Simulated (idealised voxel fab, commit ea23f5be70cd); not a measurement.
A process module follows: voxel transistor to metal.
The cross-section on display is named cut; it measures 215 nm wide, and its cells are 5 nm squares.
The cross-sections in this document take the form of a grid made of square cells. They are written out as bands, in order from top to bottom. Each band consists of one or more rows of cells.
Read a band's entry like this: the first values are the height of its top and the height of its bottom in nm, and what follows is the sequence of materials from left to right, each with its width in nm. Note that "empty" is empty space, and that a single material marked "edge to edge" reaches across the band from edge to edge.
Heights from 0 (as-received wafer is one material below). Bottom band endless downward, as "z 0 and below".
Quick explanation for "30..40": the width changes in equal steps down the rows of cells, from the first number in the band's top row to the second number in its bottom row.
For the purposes of this document, the phrase "remains unaltered" attached to a step denotes that no cell within the cross-section was modified by that step.
"Closed void table": sealed empty spaces, 8 cells or more, no open way to top, listed width x height at distance, with distance from the left edge and width, height and distance in nm.
It should be noted that, on the line of a given step, the content following the step's settings is a remark produced by the simulator itself with respect to that step.
The "overlay nm" setting may appear on a step's line; for a step that uses a mask, it gives how far to the right of its planned position the mask lay, and a negative value indicates the left.
-- Here's what the planned process steps look like
1: RECEIVE (material Si)
2: CONFORMAL_DEP (material SiO2; thk nm 5)
3: CONFORMAL_DEP (material SiN; thk nm 10)
4: DIRECTIONAL_DEP (material aC; thk nm 15)
5: PATTERN (tone cover; mask id ACTIVE; material resist; width nm 115; thk nm 30; overlay nm 0)
6: DIRECTIONAL_ETCH (etch materials aC; depth nm 15)
7: STRIP (etch materials resist)
8: DIRECTIONAL_ETCH (etch materials SiN; depth nm 10)
9: DIRECTIONAL_ETCH (etch materials SiO2; depth nm 5)
10: DIRECTIONAL_ETCH (etch materials Si; depth nm 30)
11: STRIP (etch materials aC)
12: FILL_DEP (material SiO2; thk nm 10)
13: CMP (height nm 15)
14: SELECTIVE_ETCH (etch materials SiO2; depth nm 5)
15: STRIP (etch materials SiN)
16: SELECTIVE_ETCH (etch materials SiO2; depth nm 5)
17: OXIDIZE (depth nm 5)
18: DIRECTIONAL_DEP (material polySi; thk nm 30)
19: DIRECTIONAL_DEP (material SiCN; thk nm 15)
20: MASKED_ETCH (tone cover; mask id GATE; width nm 35; etch materials SiCN; depth nm 25; overlay nm 0)
21: MASKED_ETCH (tone cover; mask id GATE; width nm 35; etch materials polySi; depth nm 40; overlay nm 0)
22: CONFORMAL_DEP (material SiO2; thk nm 5)
23: DIRECTIONAL_ETCH (etch materials SiO2; depth nm 5)
24: CONFORMAL_DEP (material SiN; thk nm 5)
25: DIRECTIONAL_ETCH (etch materials SiN; depth nm 5)
26: DIRECTIONAL_ETCH (etch materials SiO2; depth nm 5)
27: DIRECTIONAL_ETCH (etch materials Si; depth nm 15)
28: EPI (material pSi; thk nm 20)
29: FILL_DEP (material SiO2; thk nm 5)
30: CMP (height nm 30)
31: STRIP (etch materials polySi)
32: SELECTIVE_ETCH (etch materials SiO2; depth nm 5)
33: CONFORMAL_DEP (material HfO2; thk nm 5)
34: CONFORMAL_DEP (material TiN; thk nm 5)
35: FILL_DEP (material W; thk nm 5)
36: CMP (height nm 25)
37: DIRECTIONAL_DEP (material SiO2; thk nm 10)
38: MASKED_ETCH (tone open; mask id CONTACT; width nm 20; pitch nm 85; etch materials SiO2; depth nm 20; overlay nm 0)
39: CONFORMAL_DEP (material TiN; thk nm 5)
40: FILL_DEP (material W; thk nm 5)
41: CMP (height nm 35)
42: DIRECTIONAL_DEP (material TiN; thk nm 5)
43: DIRECTIONAL_DEP (material W; thk nm 15)
44: MASKED_ETCH (tone cover; mask id METAL_1; width nm 15; pitch nm 85; etch materials W; depth nm 15; overlay nm 0)
45: MASKED_ETCH (tone cover; mask id METAL_1; width nm 20; pitch nm 85; etch materials TiN; depth nm 5; overlay nm 0)
46: FILL_DEP (material SiO2; thk nm 5)
47: CMP (height nm 55)
48: CONFORMAL_DEP (material SiN; thk nm 5)
The wafers are alike at the start. At step 44, their width nm differs. The plan lists the first wafer's value.
-- After step 1, as received: first of several wafers, cross-section
    z 0 and below = Si edge to edge
    Closed void table: none
-- For your reference, the table is organized with a row per wafer; each row reflects the wafer at the end of the module, indicating for each material the cells gained (+) or lost (-) since receipt, and thereafter its closed voids
width nm 15; +19 HfO2; -173 Si; +55 SiN; +442 SiO2; +43 TiN; +50 W; +80 pSi; Closed void table: none
width nm 20; +19 HfO2; -173 Si; +55 SiN; +436 SiO2; +43 TiN; +56 W; +80 pSi; Closed void table: none
width nm 25; +19 HfO2; -173 Si; +55 SiN; +428 SiO2; +45 TiN; +62 W; +80 pSi; Closed void table: none
width nm 30; +19 HfO2; -173 Si; +55 SiN; +420 SiO2; +47 TiN; +68 W; +80 pSi; Closed void table: none
width nm 35; +19 HfO2; -173 Si; +55 SiN; +412 SiO2; +49 TiN; +74 W; +80 pSi; Closed void table: none
